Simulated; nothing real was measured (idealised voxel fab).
The following process module bears the name voxel ribs on slabs.
Cross-sectional view cut (width: 145 nm; square cell size: 5 nm).
Cross-section format: a grid of square cells, given as bands from top to bottom; each band is one or more rows of cells. Top height, bottom height, nm. Materials left to right, width each, nm. Single material + "full width" = fills band edge to edge. "blank" = empty. The level at which height equals 0 is the one under which the wafer, as it arrives, is entirely one material. No lower edge exists for the bottom band, which continues downward and is notated as in "0 and below". Think of "30..40" as a width that walks from the first number to the second as you go down the band, top row to bottom row, taking equal-sized steps from row to row. No cell of the cross-section changed in a step that is given as "no modifications". "Closed empty spaces" means: voids of 8 cells or more that are shut off from the top with no open way through. Written width x height at distance, distance from the left edge, in nm. Text after the settings on a step's line: the simulator's own remark on that step. Each step line may optionally specify "overlay nm", which for a step with a mask gives the rightward distance between the mask's planned place and where it lay, a negative value indicating the leftward direction.
# Here's what the planned process steps look like
step 1: RECEIVE: material Si
step 2: DIRECTIONAL_DEP: material SiO2, thk nm 25
step 3: DIRECTIONAL_DEP: material polySi, thk nm 15
step 4: DIRECTIONAL_DEP: material aC, thk nm 15
step 5: PATTERN: tone cover, mask id RIB, material resist, width nm 25, thk nm 35, overlay nm 0
step 6: DIRECTIONAL_ETCH: etch materials aC, depth nm 15
step 7: STRIP: etch materials resist
step 8: DIRECTIONAL_ETCH: etch materials polySi, depth nm 10
step 9: STRIP: etch materials aC
step 10: PATTERN: tone cover, mask id SLAB, material resist, width nm 55, thk nm 15, overlay nm 0
step 11: DIRECTIONAL_ETCH: etch materials polySi, depth nm 5
step 12: STRIP: etch materials resist
step 13: FILL_DEP: material SiO2, thk nm 25
step 14: CMP: height nm 55
step 15: DIRECTIONAL_DEP: material TiN, thk nm 5
step 16: DIRECTIONAL_DEP: material aC, thk nm 10
step 17: PATTERN: tone cover, mask id HEATER, material resist, width nm 35, thk nm 25, overlay nm 0
step 18: DIRECTIONAL_ETCH: etch materials aC, depth nm 10
step 19: STRIP: etch materials resist
step 20: DIRECTIONAL_ETCH: etch materials TiN, depth nm 5
step 21: STRIP: etch materials aC
step 22: CONFORMAL_DEP: material SiN, thk nm 10
# Wafer as received: cross-section following step 1
0 and below = Si full width
Closed empty spaces: none
# first wafer at the end, as planned
70 down to 65 = 45 of blank, 55 of SiN, 45 of blank
65 down to 60 = SiN full width
60 down to 55 = 55 of SiN, 35 of TiN, 55 of SiN
55 down to 40 = SiO2 full width
40 down to 30 = 60 of SiO2, 25 of polySi, 60 of SiO2
30 down to 25 = 45 of SiO2, 55 of polySi, 45 of SiO2
25 down to 0 = SiO2 full width
0 and below = Si full width
Closed empty spaces: none
# Cross-section of the latter of the two wafers at module completion. It had an identical start and an identical plan to the former; in running it, one mistake was made
70 down to 65 = 45 of blank, 55 of SiN, 45 of blank
65 down to 60 = SiN full width
60 down to 55 = 55 of SiN, 35 of TiN, 55 of SiN
55 down to 35 = SiO2 full width
35 down to 30 = 60 of SiO2, 25 of polySi, 60 of SiO2
30 down to 25 = 45 of polySi, 15 of SiO2, 25 of polySi, 15 of SiO2, 45 of polySi
25 down to 0 = SiO2 full width
0 and below = Si full width
Closed empty spaces: none
Nonconformance to the process plan: step 10, actual vs plan mismatch, actual run PATTERN: tone open, mask id SLAB, material resist, width nm 55, thk nm 15, overlay nm 0
Bottom line after processing is that, in cells, the second wafer is up or down on some materials versus the first: -7 SiO2; +7 polySi
